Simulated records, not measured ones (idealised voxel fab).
Title: Process Module voxel local oxidation
It is cross-section cut that appears here, measuring 240 nm in width, its square cells being 5 nm in size.
When this document writes out a cross-section, it uses a grid of square cells and lists it as bands, beginning at the top and moving down, with a band standing for one or more rows of cells.
First you get the band's top height and its bottom height, in nm, and then the materials it's made of, left to right, with each width in nm. If you see a single material with "all across", that one covers the band edge to edge. "blank" is empty space.
Heights are measured from 0, the level below which the as-received wafer is all one material; the lowest band has no bottom and continues downward, written as in "0 nm and below".
A two-number width, for instance "30 to 40", indicates that the width is equal to the first number in the top row of the band and to the second number in the bottom row, and that it changes by a constant amount per row of cells.
Given "all unchanged" for a step, no cell of the cross-section differs between before and after that step.
Heads up: "Unvented voids" only lists the empty pockets with no open path to the top that are 8 cells or more, and it writes them as width x height at distance, distance from the left edge, in nm.
Heads up: the bit after the settings on a step's line is the simulator's remark on that step.
What "overlay nm" on a step's line means: if the step has a mask, that mask lay this far to the right of its planned place, or, when the value is negative, to the left.

The process steps that were planned are listed below:
- 1: RECEIVE [material Si]
- 2: OXIDIZE [depth nm 5]
- 3: CONFORMAL_DEP [material SiN] [thk nm 15]
- 4: MASKED_ETCH [tone cover] [mask id ACTIVE] [width nm 90] [etch materials SiN] [depth nm 15] [overlay nm -15]
- 5: SELECTIVE_ETCH [etch materials SiO2] [depth nm 5]
- 6: OXIDIZE [depth nm 10]
- 7: STRIP [etch materials SiN]
Among the wafers covered here, the point of difference is the overlay nm at step 4; their starting state is shared, and the plan presents the value of the first wafer.

As-received cross-section, first of several wafers, post step 1:
> 0 nm and below: Si all across
> Unvented voids: none

Wafer cross-section (first of several) - module end, post step 7 (last step):
> 0 nm to -5 nm: 65 nm blank  80 nm SiO2  95 nm blank
> -5 nm to -15 nm: 75 nm SiO2  60 nm Si  105 nm SiO2
> -15 nm and below: Si all across
> Unvented voids: none

last wafer at the end:
> 0 nm to -5 nm: 95 nm blank  80 nm SiO2  65 nm blank
> -5 nm to -15 nm: 105 nm SiO2  60 nm Si  75 nm SiO2
> -15 nm and below: Si all across
> Unvented voids: none

So in this table every wafer gets its own row, and what you see is where it stands at the end of the module: for each material, how many cells it picked up (+) or gave up (-) since we received it, and after that its closed voids:
overlay nm -15, -120 Si, +88 SiO2, Unvented voids: none
overlay nm -10, -120 Si, +88 SiO2, Unvented voids: none
overlay nm -5, -120 Si, +88 SiO2, Unvented voids: none
overlay nm 0, -120 Si, +88 SiO2, Unvented voids: none
overlay nm 5, -120 Si, +88 SiO2, Unvented voids: none
overlay nm 10, -120 Si, +88 SiO2, Unvented voids: none
overlay nm 15, -120 Si, +88 SiO2, Unvented voids: none
